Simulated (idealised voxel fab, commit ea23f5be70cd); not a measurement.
Documented hereafter: the process module known as voxel fin reveal.
Shown is cross-section cut, with a width of 205 nm and square cells of size 5 nm.
Reading order for cross-sections: top band down to bottom band. Underlying form: a grid of square cells. Band size: one or more rows of cells.
Each band's line starts with the height of the band's top and of its bottom, in nm. Then come its materials from left to right, each with its width in nm. One material with "everywhere" fills the band from edge to edge. "air" is empty space.
Below 0: as-received wafer, all one material; heights counted from there. Lowest band: no bottom, goes on down, written "z 0 and below".
With a width like "30->40", each row of cells in the band differs from the next by the same amount, the top row carrying the first number and the bottom row the second.
What does "identical to before" mean for a step? It means no cell of the cross-section changed in that step.
If an empty space has no open way to the top and is at least 8 cells in size, "Sealed voids" lists it, written width x height at distance, where distance is measured from the left edge and every value is in nm.
What comes after the settings on a step's line is commentary from the simulator itself on that step.
A step line may carry the setting "overlay nm", which, for steps involving a mask, states the distance by which the mask lay to the right of its intended position; negative values denote displacement to the left.

# Listed below are the process steps as planned
1) RECEIVE (material Si)
2) CONFORMAL_DEP (material SiN; thk nm 5)
3) DIRECTIONAL_DEP (material aC; thk nm 10)
4) PATTERN (tone cover; mask id FINS; material resist; width nm 15; pitch nm 40; thk nm 25; overlay nm 0)
5) DIRECTIONAL_ETCH (etch materials aC; depth nm 10)
6) STRIP (etch materials resist)
7) DIRECTIONAL_ETCH (etch materials SiN; depth nm 5)
8) DIRECTIONAL_ETCH (etch materials Si; depth nm 35)
9) STRIP (etch materials aC)
10) OXIDIZE (depth nm 5)
11) FILL_DEP (material SiO2; thk nm 5)
12) CMP (height nm 5)
13) SELECTIVE_ETCH (etch materials SiO2; depth nm 15)
14) STRIP (etch materials SiN)
15) CONFORMAL_DEP (material SiO2; thk nm 5)
For clarity, it should be stated that the wafers under discussion commence in an identical condition and differ with respect to the width nm of step 4, the plan indicating the value that the first wafer had.

# After step 1, as received: first of several wafers, cross-section
* z 0 and below = Si everywhere
* Sealed voids: none

# The rows of the table below are wafers. Looking at the end of the module, a row counts, for every material, the cells the wafer has gained, shown as (+), or lost, shown as (-), since it was received; its closed voids come next
width nm 15, -296 Si, +279 SiO2, Sealed voids: none
width nm 20, -264 Si, +255 SiO2, Sealed voids: none
width nm 25, -232 Si, +231 SiO2, Sealed voids: none
